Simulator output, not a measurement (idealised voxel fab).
The following process module bears the name voxel double patterning.
For reference, the cross-section in this document is cut, with width 150 nm and square cells of 5 nm.
A cross-section in this document is a grid of square cells, and it is written down as bands, the top band listed before the ones below it; a band is made up of one or more rows of cells. For a band, the entry starts with two heights in nm, that of the top and then that of the bottom, and carries on with the band's materials in order from left to right, each alongside its width in nm; the word "edge to edge" beside a single material means it fills the band edge to edge, and "air" means empty space. Height datum 0, below which the as-received substrate wafer is one material. Lowest band open at the bottom, running downward: "0 down". With a width like "30 to 40", each row of cells in the band differs from the next by the same amount, the top row carrying the first number and the bottom row the second. Given "stayed the same" for a step, no cell of the cross-section differs between before and after that step. You'll see "Fully sealed cavities" listing empty spaces that have no way open to the top, as long as they're 8 cells or more; the notation is width x height at distance, where the distance is from the left edge, and all of it is in nm. Post-settings text on a step line: simulator's own remark regarding the step. "overlay nm" denotes, for a step that has a mask, the displacement of the mask to the right of its planned place, with negative values corresponding to the left.

-- Intended process steps
step 1: RECEIVE: material Si
step 2: CONFORMAL_DEP: material SiN, thk nm 10
step 3: DIRECTIONAL_DEP: material SiO2, thk nm 10
step 4: DIRECTIONAL_DEP: material SiCN, thk nm 5
step 5: DIRECTIONAL_DEP: material aC, thk nm 15
step 6: PATTERN: tone open, mask id FIRST, material resist, width nm 15, pitch nm 50, thk nm 35, overlay nm 0
step 7: DIRECTIONAL_ETCH: etch materials aC, depth nm 15
step 8: STRIP: etch materials resist
step 9: DIRECTIONAL_ETCH: etch materials SiCN, depth nm 5
step 10: STRIP: etch materials aC
step 11: PATTERN: tone open, mask id SECOND, material resist, width nm 15, thk nm 15, overlay nm 0
step 12: DIRECTIONAL_ETCH: etch materials SiCN, depth nm 5
step 13: STRIP: etch materials resist
step 14: DIRECTIONAL_ETCH: etch materials SiO2, depth nm 10
step 15: STRIP: etch materials SiCN

-- Received-state cross-section, reflecting completion of step 1
* 0 down | Si edge to edge
* Fully sealed cavities: none

-- What the wafer looks like in cross-section after this module, when it starts as shown above and follows the plan above but one mistake is made in running it
* 20 to 10 | SiO2 40 | air 15 | SiO2 10 | air 15 | SiO2 10 | air 15 | SiO2 45
* 10 to 0 | SiO2 edge to edge
* 0 down | Si edge to edge
* Fully sealed cavities: none
Plan not followed: step 2 was not run as planned; what actually ran was CONFORMAL_DEP: material SiO2, thk nm 10
